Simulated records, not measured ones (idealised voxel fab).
The process module presented herein is designated voxel gate over fins.
In the cross-section labelled cut, the width is 210 nm and each square cell is 5 nm.
Just so we're on the same page, the cross-sections are grids of square cells, and they're listed out in bands top to bottom, each band one or more rows deep.
Quick guide to a band line: top height, bottom height (nm) up front; then every material left to right with its width in nm. Only one material and it's marked "full width"? Then it fills the band edge to edge. And "empty" just means empty space.
The reference from which all heights are counted is 0, the level beneath which the as-received wafer is entirely one material; the lowest band, having no lower bound, proceeds downward and is written after the example "0 and below".
A width given as "30..40" starts at the first number in the band's top row and ends at the second number in its bottom row, shifting by an equal amount at every step from row to row.
Step note "everything unchanged" = no cross-section cell changed.
"Voids, enclosed" lists enclosed empty spaces (at least 8 cells, no open path upward to the top), each as width x height at distance from the left edge, in nm.
Heads up: the bit after the settings on a step's line is the simulator's remark on that step.
overlay nm: mask offset rightward from planned place, masked step; negative means leftward offset.

## Steps planned for the process
1. RECEIVE, material Si
2. CONFORMAL_DEP, material SiN, thk nm 5
3. DIRECTIONAL_DEP, material aC, thk nm 10
4. PATTERN, tone cover, mask id FINS, material resist, width nm 15, pitch nm 35, thk nm 30, overlay nm 0
5. DIRECTIONAL_ETCH, etch materials aC, depth nm 10
6. STRIP, etch materials resist
7. DIRECTIONAL_ETCH, etch materials SiN, depth nm 5
8. DIRECTIONAL_ETCH, etch materials Si, depth nm 35
9. STRIP, etch materials aC
10. OXIDIZE, depth nm 5
11. FILL_DEP, material SiO2, thk nm 15
12. CMP, height nm 5
13. SELECTIVE_ETCH, etch materials SiO2, depth nm 20
14. STRIP, etch materials SiN
15. CONFORMAL_DEP, material HfO2, thk nm 5
16. CONFORMAL_DEP, material TiN, thk nm 5
17. CONFORMAL_DEP, material TiAl, thk nm 5
18. CONFORMAL_DEP, material TiN, thk nm 5
19. FILL_DEP, material W, thk nm 15
20. CMP, height nm 30
21. CONFORMAL_DEP, material SiN, thk nm 5

## Here's what the wafer looked like in cross-section when it arrived - that's after step 1
    0 and below: Si full width
    Voids, enclosed: none

## Sectioned view, first of two wafers, at the close of the module, processed as intended in the plan
    35 down to 30: SiN full width
    30 down to 20: W full width
    20 down to 15: W (30)  TiN (150)  W (30)
    15 down to 10: W (30)  TiN (5)  TiAl (140)  TiN (5)  W (30)
    10 down to 5: W (30)  TiN (5)  TiAl (5)  TiN (25)  TiAl (10)  TiN (25)  TiAl (10)  TiN (25)  TiAl (10)  TiN (25)  TiAl (5)  TiN (5)  W (30)
    5 down to 0: TiN (35)  TiAl (5)  TiN (5)  HfO2 (15)  TiN (5)  TiAl (10)  TiN (5)  HfO2 (15)  TiN (5)  TiAl (10)  TiN (5)  HfO2 (15)  TiN (5)  TiAl (10)  TiN (5)  HfO2 (15)  TiN (5)  TiAl (5)  TiN (35)
    0 down to -5: TiAl (40)  TiN (5)  HfO2 (5)  Si (5)  HfO2 (5)  TiN (5)  TiAl (10)  TiN (5)  HfO2 (5)  Si (5)  HfO2 (5)  TiN (5)  TiAl (10)  TiN (5)  HfO2 (5)  Si (5)  HfO2 (5)  TiN (5)  TiAl (10)  TiN (5)  HfO2 (5)  Si (5)  HfO2 (5)  TiN (5)  TiAl (40)
    -5 down to -10: TiN (45)  HfO2 (5)  Si (5)  HfO2 (5)  TiN (20)  HfO2 (5)  Si (5)  HfO2 (5)  TiN (20)  HfO2 (5)  Si (5)  HfO2 (5)  TiN (20)  HfO2 (5)  Si (5)  HfO2 (5)  TiN (45)
    -10 down to -15: HfO2 (50)  Si (5)  HfO2 (30)  Si (5)  HfO2 (30)  Si (5)  HfO2 (30)  Si (5)  HfO2 (50)
    -15 down to -40: SiO2 (50)  Si (5)  SiO2 (30)  Si (5)  SiO2 (30)  Si (5)  SiO2 (30)  Si (5)  SiO2 (50)
    -40 and below: Si full width
    Voids, enclosed: none

## Presented here is a cross-section of the second of the two wafers as it stood at the end of the module. It was started in the same manner and assigned the same plan as the first wafer; however, one mistake was made in its execution
    35 down to 30: SiN full width
    30 down to 20: W full width
    20 down to 15: W (35)  TiN (150)  W (25)
    15 down to 10: W (35)  TiN (5)  TiAl (140)  TiN (5)  W (25)
    10 down to 5: W (35)  TiN (5)  TiAl (5)  TiN (25)  TiAl (10)  TiN (25)  TiAl (10)  TiN (25)  TiAl (10)  TiN (25)  TiAl (5)  TiN (5)  W (25)
    5 down to 0: TiN (40)  TiAl (5)  TiN (5)  HfO2 (15)  TiN (5)  TiAl (10)  TiN (5)  HfO2 (15)  TiN (5)  TiAl (10)  TiN (5)  HfO2 (15)  TiN (5)  TiAl (10)  TiN (5)  HfO2 (15)  TiN (5)  TiAl (5)  TiN (30)
    0 down to -5: TiAl (45)  TiN (5)  HfO2 (5)  Si (5)  HfO2 (5)  TiN (5)  TiAl (10)  TiN (5)  HfO2 (5)  Si (5)  HfO2 (5)  TiN (5)  TiAl (10)  TiN (5)  HfO2 (5)  Si (5)  HfO2 (5)  TiN (5)  TiAl (10)  TiN (5)  HfO2 (5)  Si (5)  HfO2 (5)  TiN (5)  TiAl (35)
    -5 down to -10: TiN (50)  HfO2 (5)  Si (5)  HfO2 (5)  TiN (20)  HfO2 (5)  Si (5)  HfO2 (5)  TiN (20)  HfO2 (5)  Si (5)  HfO2 (5)  TiN (20)  HfO2 (5)  Si (5)  HfO2 (5)  TiN (40)
    -10 down to -15: HfO2 (55)  Si (5)  HfO2 (30)  Si (5)  HfO2 (30)  Si (5)  HfO2 (30)  Si (5)  HfO2 (45)
    -15 down to -40: SiO2 (55)  Si (5)  SiO2 (30)  Si (5)  SiO2 (30)  Si (5)  SiO2 (30)  Si (5)  SiO2 (45)
    -40 and below: Si full width
    Voids, enclosed: none
Diagnosis: step 4 ran with different settings than intended, the actual operation and settings being PATTERN, tone cover, mask id FINS, material resist, width nm 15, pitch nm 35, thk nm 30, overlay nm 5
Final state: per-material cell counts identical on both wafers; locations differ.
